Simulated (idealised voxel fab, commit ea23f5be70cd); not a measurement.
Module name: voxel fin reveal (process module)
The cross-section on display is named cut; it measures 250 nm wide, and its cells are 5 nm squares.
Bands, listed from the top down, are how a cross-section gets written in this document; the cross-section itself is a grid of square cells, and a band is one or more rows of them.
Top, bottom (nm), then materials left to right with widths (nm); lone material tagged "all across" fills the whole band edge to edge; "empty" = empty space.
The reference from which all heights are counted is 0, the level beneath which the as-received wafer is entirely one material; the lowest band, having no lower bound, proceeds downward and is written after the example "top 0, no bottom".
A width given as "30->40" starts at the first number in the band's top row and ends at the second number in its bottom row, shifting by an equal amount at every step from row to row.
You'll sometimes find "same as before" written for a step, and that's the way of saying that nowhere in the cross-section did a cell change during that step.
The list in "Enclosed internal voids" covers empty spaces of 8 cells or more that cannot reach the top through any open way, and it gives each as width x height at distance; the distance is from the left edge, and width, height and distance are in nm.
Where a step's line continues beyond its settings, the continuation is a remark by the simulator itself on that step.
overlay nm: how far to the right of its planned place the mask lay on this masked step (negative: to the left).
-- Process steps - plan
1 RECEIVE, material Si
2 CONFORMAL_DEP, material SiN, thk nm 5
3 DIRECTIONAL_DEP, material aC, thk nm 15
4 PATTERN, tone cover, mask id FINS, material resist, width nm 15, pitch nm 35, thk nm 30, overlay nm 0
5 DIRECTIONAL_ETCH, etch materials aC, depth nm 15
6 STRIP, etch materials resist
7 DIRECTIONAL_ETCH, etch materials SiN, depth nm 5
8 DIRECTIONAL_ETCH, etch materials Si, depth nm 35
9 STRIP, etch materials aC
10 OXIDIZE, depth nm 5
11 FILL_DEP, material SiO2, thk nm 5
12 CMP, height nm 5
13 SELECTIVE_ETCH, etch materials SiO2, depth nm 20
14 STRIP, etch materials SiN
15 CONFORMAL_DEP, material SiO2, thk nm 5
-- As-received state of the wafer in cross-section, equivalent to post-step 1
- top 0, no bottom | Si all across
- Enclosed internal voids: none
-- Cross-section, end of module. Start: as above. Plan: as above. Execution: one mistake
- top 5, bottom 0 | empty: 100 | SiO2: 20 | empty: 15 | SiO2: 20 | empty: 95
- top 0, bottom -10 | empty: 100 | SiO2: 5 | Si: 10 | SiO2: 5 | empty: 15 | SiO2: 5 | Si: 10 | SiO2: 5 | empty: 95
- top -10, bottom -40 | SiO2: 105 | Si: 10 | SiO2: 25 | Si: 10 | SiO2: 100
- top -40, no bottom | Si all across
- Enclosed internal voids: none
Short version of what went wrong: note that step 4 departed from the planned setting and was carried out as PATTERN, tone cover, mask id FINS, material resist, width nm 20, pitch nm 35, thk nm 30, overlay nm 0
